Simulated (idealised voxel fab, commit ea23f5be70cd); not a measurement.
Process module, titled voxel released beams
The cross-section shown here is cut; it is 180 nm wide and divided into square cells measuring 5 nm on a side.
A cross-section is a grid of square cells, given in bands from the top down. A band is one or more rows of cells.
The entry gives the band's vertical extent as a top height and a bottom height in nm, then its horizontal make-up as materials from left to right, each with a width in nm. "empty" stands for empty space; a single material marked "all across" fills the band edge to edge.
Heights from 0 (as-received wafer is one material below). Bottom band endless downward, as "0 down".
Per-row width for "30..40": begins at first number (top row of band), ends at second number (bottom row), increment between rows held constant.
"nothing changed" after a step means that no cell of the cross-section changed.
Basically, "Enclosed void listing" tells you about the enclosed voids: empty spaces with no open way to the top, 8 cells or bigger, each written width x height at distance, where distance is from the left edge, all in nm.
Note: text after step settings on the step line = simulator remark on that step.
overlay nm: on a step with a mask, how far right of its planned place the mask lay; negative means left.
-- List of planned process steps
| 1 | RECEIVE,material Si |
| 2 | CONFORMAL_DEP,material Al2O3,thk nm 5 |
| 3 | DIRECTIONAL_DEP,material SiO2,thk nm 15 |
| 4 | DIRECTIONAL_DEP,material aC,thk nm 15 |
| 5 | PATTERN,tone open,mask id ANCHOR,material resist,width nm 30,thk nm 35,overlay nm 0 |
| 6 | DIRECTIONAL_ETCH,etch materials aC,depth nm 15 |
| 7 | STRIP,etch materials resist |
| 8 | DIRECTIONAL_ETCH,etch materials SiO2,depth nm 15 |
| 9 | STRIP,etch materials aC |
| 10 | CONFORMAL_DEP,material polySi,thk nm 10 |
| 11 | MASKED_ETCH,tone cover,mask id BEAM,width nm 80,etch materials polySi,depth nm 10,overlay nm 0 |
| 12 | STRIP,etch materials SiO2 |
-- Cross-section of the incoming wafer, state after step 1
    0 down | Si all across
    Enclosed void listing: none
-- Starting structure and process plan are as shown above, but one mistake was made in running the module; the wafer cross-section at the end of the module follows
    25 to 15 | 45 of empty  15 of polySi  10 of empty  55 of polySi  55 of empty
    15 to 5 | 50 of empty  30 of polySi  100 of empty
    5 to 0 | Al2O3 all across
    0 down | Si all across
    Enclosed void listing: none
Error vs. plan: step 3 ran with different settings than intended, the actual operation and settings being DIRECTIONAL_DEP,material SiO2,thk nm 10
